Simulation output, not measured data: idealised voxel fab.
process module | voxel self aligned contacts
This is section cut - it's 225 nm across, gridded in 5 nm square cells.
Cross-section spec: square-cell grid; bands listed top down; each band is one or more rows. Quick guide to a band line: top height, bottom height (nm) up front; then every material left to right with its width in nm. Only one material and it's marked "throughout"? Then it fills the band edge to edge. And "empty" just means empty space. Heads up on the height convention: 0 is the point under which the incoming wafer is all one material, and the lowest band has no bottom, it just keeps going down, like "top 0, no bottom". Width spec "30->40" -> top row of cells at first value, bottom row at second value, equal per-row change in between. "remained unchanged" for a step: no cell of the cross-section changed in that step. In the "Sealed void inventory" entry, you get each enclosed empty space of 8 cells or more, one with no open way to the top, written width x height at distance, distance from the left edge, in nm. Post-settings text on a step line: simulator's own remark regarding the step. overlay nm: how far to the right of its planned place the mask lay on this masked step (negative: to the left).

[Set out below are the planned steps of the process]
1. RECEIVE | material Si
2. OXIDIZE | depth nm 5
3. DIRECTIONAL_DEP | material polySi | thk nm 20
4. DIRECTIONAL_DEP | material SiN | thk nm 20
5. DIRECTIONAL_DEP | material aC | thk nm 10
6. PATTERN | tone cover | mask id GATE | material resist | width nm 25 | pitch nm 50 | thk nm 30 | overlay nm 0
7. DIRECTIONAL_ETCH | etch materials aC | depth nm 10
8. STRIP | etch materials resist
9. DIRECTIONAL_ETCH | etch materials SiN | depth nm 20
10. DIRECTIONAL_ETCH | etch materials polySi | depth nm 20
11. STRIP | etch materials aC
12. CONFORMAL_DEP | material SiN | thk nm 5
13. DIRECTIONAL_ETCH | etch materials SiN | depth nm 5
14. FILL_DEP | material SiO2 | thk nm 15
15. CMP | height nm 50
16. PATTERN | tone open | mask id CONTACT | material resist | width nm 35 | pitch nm 50 | thk nm 20 | overlay nm 0
17. DIRECTIONAL_ETCH | etch materials SiO2 | depth nm 55
18. STRIP | etch materials resist
19. CONFORMAL_DEP | material TiN | thk nm 5
20. FILL_DEP | material Ru | thk nm 5
21. CMP | height nm 50
22. CONFORMAL_DEP | material SiCN | thk nm 5

[Account of the first of two wafers, which was processed as intended]

[Wafer cross-section on receipt, i.e. after step 1]
> top 0, no bottom = Si throughout
> Sealed void inventory: none

[Once step 2 is through, the wafer looks like this in cross-section]
> top 0, bottom -5 = SiO2 throughout
> No changes below -5.

[Once step 3 is through, the wafer looks like this in cross-section]
> top 20, bottom 0 = polySi throughout
> No changes below 0.

[Once step 4 is through, the wafer looks like this in cross-section]
> top 40, bottom 20 = SiN throughout
> No changes below 20.

[Once step 5 is through, the wafer looks like this in cross-section]
> top 50, bottom 40 = aC throughout
> No changes below 40.

[Once step 6 is through, the wafer looks like this in cross-section]
> top 80, bottom 50 = empty=50; resist=25; empty=25; resist=25; empty=25; resist=25; empty=50
> No changes below 50.

[Once step 7 is through, the wafer looks like this in cross-section]
> top 70, bottom 50 = empty=50; resist=25; empty=25; resist=25; empty=25; resist=25; empty=50
> top 50, bottom 40 = empty=50; aC=25; empty=25; aC=25; empty=25; aC=25; empty=50
> No changes below 40.

[Once step 8 is through, the wafer looks like this in cross-section]
> top 50, bottom 40 = empty=50; aC=25; empty=25; aC=25; empty=25; aC=25; empty=50
> No changes below 40.

[Once step 9 is through, the wafer looks like this in cross-section]
> top 50, bottom 40 = empty=50; aC=25; empty=25; aC=25; empty=25; aC=25; empty=50
> top 40, bottom 20 = empty=50; SiN=25; empty=25; SiN=25; empty=25; SiN=25; empty=50
> No changes below 20.

[Once step 10 is through, the wafer looks like this in cross-section]
> top 50, bottom 40 = empty=50; aC=25; empty=25; aC=25; empty=25; aC=25; empty=50
> top 40, bottom 20 = empty=50; SiN=25; empty=25; SiN=25; empty=25; SiN=25; empty=50
> top 20, bottom 0 = empty=50; polySi=25; empty=25; polySi=25; empty=25; polySi=25; empty=50
> No changes below 0.

[Once step 11 is through, the wafer looks like this in cross-section]
> top 40, bottom 20 = empty=50; SiN=25; empty=25; SiN=25; empty=25; SiN=25; empty=50
> No changes below 20.

[Once step 12 is through, the wafer looks like this in cross-section]
> top 45, bottom 20 = empty=45; SiN=35; empty=15; SiN=35; empty=15; SiN=35; empty=45
> top 20, bottom 5 = empty=45; SiN=5; polySi=25; SiN=5; empty=15; SiN=5; polySi=25; SiN=5; empty=15; SiN=5; polySi=25; SiN=5; empty=45
> top 5, bottom 0 = SiN=50; polySi=25; SiN=25; polySi=25; SiN=25; polySi=25; SiN=50
> No changes below 0.

[Once step 13 is through, the wafer looks like this in cross-section]
> top 40, bottom 20 = empty=45; SiN=35; empty=15; SiN=35; empty=15; SiN=35; empty=45
> top 20, bottom 0 = empty=45; SiN=5; polySi=25; SiN=5; empty=15; SiN=5; polySi=25; SiN=5; empty=15; SiN=5; polySi=25; SiN=5; empty=45
> No changes below 0.

[Once step 14 is through, the wafer looks like this in cross-section]
> top 55, bottom 40 = SiO2 throughout
> top 40, bottom 20 = SiO2=45; SiN=35; SiO2=15; SiN=35; SiO2=15; SiN=35; SiO2=45
> top 20, bottom 0 = SiO2=45; SiN=5; polySi=25; SiN=5; SiO2=15; SiN=5; polySi=25; SiN=5; SiO2=15; SiN=5; polySi=25; SiN=5; SiO2=45
> No changes below 0.

[Once step 15 is through, the wafer looks like this in cross-section]
> top 50, bottom 40 = SiO2 throughout
> No changes below 40.

[Once step 16 is through, the wafer looks like this in cross-section]
> top 70, bottom 50 = resist=70; empty=35; resist=15; empty=35; resist=70
> No changes below 50.

[Once step 17 is through, the wafer looks like this in cross-section]
> top 70, bottom 50 = resist=70; empty=35; resist=15; empty=35; resist=70
> top 50, bottom 40 = SiO2=70; empty=35; SiO2=15; empty=35; SiO2=70
> top 40, bottom 20 = SiO2=45; SiN=35; empty=15; SiN=35; empty=15; SiN=35; SiO2=45
> top 20, bottom 0 = SiO2=45; SiN=5; polySi=25; SiN=5; empty=15; SiN=5; polySi=25; SiN=5; empty=15; SiN=5; polySi=25; SiN=5; SiO2=45
> top 0, bottom -5 = SiO2=80; empty=15; SiO2=35; empty=15; SiO2=80
> No changes below -5.

[Once step 18 is through, the wafer looks like this in cross-section]
> top 50, bottom 40 = SiO2=70; empty=35; SiO2=15; empty=35; SiO2=70
> No changes below 40.

[Once step 19 is through, the wafer looks like this in cross-section]
> top 55, bottom 50 = TiN=75; empty=25; TiN=25; empty=25; TiN=75
> top 50, bottom 40 = SiO2=70; TiN=5->15; empty=25->5; TiN=5->15; SiO2=15; TiN=5->15; empty=25->5; TiN=5->15; SiO2=70
> top 40, bottom 20 = SiO2=45; SiN=35; TiN=5; empty=5; TiN=5; SiN=35; TiN=5; empty=5; TiN=5; SiN=35; SiO2=45
> top 20, bottom 0 = SiO2=45; SiN=5; polySi=25; SiN=5; TiN=5; empty=5; TiN=5; SiN=5; polySi=25; SiN=5; TiN=5; empty=5; TiN=5; SiN=5; polySi=25; SiN=5; SiO2=45
> top 0, bottom -5 = SiO2=80; TiN=15; SiO2=35; TiN=15; SiO2=80
> No changes below -5.

[Once step 20 is through, the wafer looks like this in cross-section]
> top 60, bottom 55 = Ru throughout
> top 55, bottom 50 = TiN=75; Ru=25; TiN=25; Ru=25; TiN=75
> top 50, bottom 40 = SiO2=70; TiN=5->15; Ru=25->5; TiN=5->15; SiO2=15; TiN=5->15; Ru=25->5; TiN=5->15; SiO2=70
> top 40, bottom 20 = SiO2=45; SiN=35; TiN=5; Ru=5; TiN=5; SiN=35; TiN=5; Ru=5; TiN=5; SiN=35; SiO2=45
> top 20, bottom 0 = SiO2=45; SiN=5; polySi=25; SiN=5; TiN=5; Ru=5; TiN=5; SiN=5; polySi=25; SiN=5; TiN=5; Ru=5; TiN=5; SiN=5; polySi=25; SiN=5; SiO2=45
> No changes below 0.

[Once step 21 is through, the wafer looks like this in cross-section]
> top 50, bottom 40 = SiO2=70; TiN=5->15; Ru=25->5; TiN=5->15; SiO2=15; TiN=5->15; Ru=25->5; TiN=5->15; SiO2=70
> No changes below 40.

[Once step 22 is through, the wafer looks like this in cross-section]
> top 55, bottom 50 = SiCN throughout
> No changes below 50.

[Wafer two: like wafer one in start and plan, but with one mistake in execution; identical up to and including step 2]

[Cross-sectional representation of the second wafer at the time designated in the plan for the completion of step 3]
> top 40, bottom 0 = polySi throughout
> No changes below 0.

[Cross-sectional representation of the second wafer at the time designated in the plan for the completion of step 4]
> top 60, bottom 40 = SiN throughout
> No changes below 40.

[Cross-sectional representation of the second wafer at the time designated in the plan for the completion of step 5]
> top 70, bottom 60 = aC throughout
> No changes below 60.

[Cross-sectional representation of the second wafer at the time designated in the plan for the completion of step 6]
> top 100, bottom 70 = empty=50; resist=25; empty=25; resist=25; empty=25; resist=25; empty=50
> No changes below 70.

[Cross-sectional representation of the second wafer at the time designated in the plan for the completion of step 7]
> top 90, bottom 70 = empty=50; resist=25; empty=25; resist=25; empty=25; resist=25; empty=50
> top 70, bottom 60 = empty=50; aC=25; empty=25; aC=25; empty=25; aC=25; empty=50
> No changes below 60.

[Cross-sectional representation of the second wafer at the time designated in the plan for the completion of step 8]
> top 70, bottom 60 = empty=50; aC=25; empty=25; aC=25; empty=25; aC=25; empty=50
> No changes below 60.

[Cross-sectional representation of the second wafer at the time designated in the plan for the completion of step 9]
> top 70, bottom 60 = empty=50; aC=25; empty=25; aC=25; empty=25; aC=25; empty=50
> top 60, bottom 40 = empty=50; SiN=25; empty=25; SiN=25; empty=25; SiN=25; empty=50
> No changes below 40.

[Cross-sectional representation of the second wafer at the time designated in the plan for the completion of step 10]
> top 70, bottom 60 = empty=50; aC=25; empty=25; aC=25; empty=25; aC=25; empty=50
> top 60, bottom 40 = empty=50; SiN=25; empty=25; SiN=25; empty=25; SiN=25; empty=50
> top 40, bottom 20 = empty=50; polySi=25; empty=25; polySi=25; empty=25; polySi=25; empty=50
> No changes below 20.

[Cross-sectional representation of the second wafer at the time designated in the plan for the completion of step 11]
> top 60, bottom 40 = empty=50; SiN=25; empty=25; SiN=25; empty=25; SiN=25; empty=50
> No changes below 40.

[Cross-sectional representation of the second wafer at the time designated in the plan for the completion of step 12]
> top 65, bottom 40 = empty=45; SiN=35; empty=15; SiN=35; empty=15; SiN=35; empty=45
> top 40, bottom 25 = empty=45; SiN=5; polySi=25; SiN=5; empty=15; SiN=5; polySi=25; SiN=5; empty=15; SiN=5; polySi=25; SiN=5; empty=45
> top 25, bottom 20 = SiN=50; polySi=25; SiN=25; polySi=25; SiN=25; polySi=25; SiN=50
> No changes below 20.

[Cross-sectional representation of the second wafer at the time designated in the plan for the completion of step 13]
> top 60, bottom 40 = empty=45; SiN=35; empty=15; SiN=35; empty=15; SiN=35; empty=45
> top 40, bottom 20 = empty=45; SiN=5; polySi=25; SiN=5; empty=15; SiN=5; polySi=25; SiN=5; empty=15; SiN=5; polySi=25; SiN=5; empty=45
> No changes below 20.

[Cross-sectional representation of the second wafer at the time designated in the plan for the completion of step 14]
> top 75, bottom 60 = SiO2 throughout
> top 60, bottom 40 = SiO2=45; SiN=35; SiO2=15; SiN=35; SiO2=15; SiN=35; SiO2=45
> top 40, bottom 20 = SiO2=45; SiN=5; polySi=25; SiN=5; SiO2=15; SiN=5; polySi=25; SiN=5; SiO2=15; SiN=5; polySi=25; SiN=5; SiO2=45
> No changes below 20.

[Cross-sectional representation of the second wafer at the time designated in the plan for the completion of step 15]
> top 50, bottom 40 = SiO2=45; SiN=35; SiO2=15; SiN=35; SiO2=15; SiN=35; SiO2=45
> No changes below 40.

[Cross-sectional representation of the second wafer at the time designated in the plan for the completion of step 16]
> top 70, bottom 50 = resist=70; empty=35; resist=15; empty=35; resist=70
> No changes below 50.

[Cross-sectional representation of the second wafer at the time designated in the plan for the completion of step 17]
> top 70, bottom 50 = resist=70; empty=35; resist=15; empty=35; resist=70
> top 50, bottom 40 = SiO2=45; SiN=35; empty=15; SiN=35; empty=15; SiN=35; SiO2=45
> top 40, bottom 20 = SiO2=45; SiN=5; polySi=25; SiN=5; empty=15; SiN=5; polySi=25; SiN=5; empty=15; SiN=5; polySi=25; SiN=5; SiO2=45
> No changes below 20.

[Cross-sectional representation of the second wafer at the time designated in the plan for the completion of step 18]
> top 50, bottom 40 = SiO2=45; SiN=35; empty=15; SiN=35; empty=15; SiN=35; SiO2=45
> No changes below 40.

[Cross-sectional representation of the second wafer at the time designated in the plan for the completion of step 19]
> top 55, bottom 50 = TiN=85; empty=5; TiN=45; empty=5; TiN=85
> top 50, bottom 40 = SiO2=45; SiN=35; TiN=5; empty=5; TiN=5; SiN=35; TiN=5; empty=5; TiN=5; SiN=35; SiO2=45
> top 40, bottom 25 = SiO2=45; SiN=5; polySi=25; SiN=5; TiN=5; empty=5; TiN=5; SiN=5; polySi=25; SiN=5; TiN=5; empty=5; TiN=5; SiN=5; polySi=25; SiN=5; SiO2=45
> top 25, bottom 20 = SiO2=45; SiN=5; polySi=25; SiN=5; TiN=15; SiN=5; polySi=25; SiN=5; TiN=15; SiN=5; polySi=25; SiN=5; SiO2=45
> No changes below 20.

[Cross-sectional representation of the second wafer at the time designated in the plan for the completion of step 20]
> top 60, bottom 55 = Ru throughout
> top 55, bottom 50 = TiN=85; Ru=5; TiN=45; Ru=5; TiN=85
> top 50, bottom 40 = SiO2=45; SiN=35; TiN=5; Ru=5; TiN=5; SiN=35; TiN=5; Ru=5; TiN=5; SiN=35; SiO2=45
> top 40, bottom 25 = SiO2=45; SiN=5; polySi=25; SiN=5; TiN=5; Ru=5; TiN=5; SiN=5; polySi=25; SiN=5; TiN=5; Ru=5; TiN=5; SiN=5; polySi=25; SiN=5; SiO2=45
> No changes below 25.

[Cross-sectional representation of the second wafer at the time designated in the plan for the completion of step 21]
> top 50, bottom 40 = SiO2=45; SiN=35; TiN=5; Ru=5; TiN=5; SiN=35; TiN=5; Ru=5; TiN=5; SiN=35; SiO2=45
> No changes below 40.

[Cross-sectional representation of the second wafer at the time designated in the plan for the completion of step 22]
> top 55, bottom 50 = SiCN throughout
> No changes below 50.
Run error: plan step 3 ran twice
Materials where the second wafer ends with more or fewer cells than the first: 18 fewer of Ru; 42 fewer of SiN; 92 fewer of SiO2; 28 fewer of TiN; 180 more of polySi
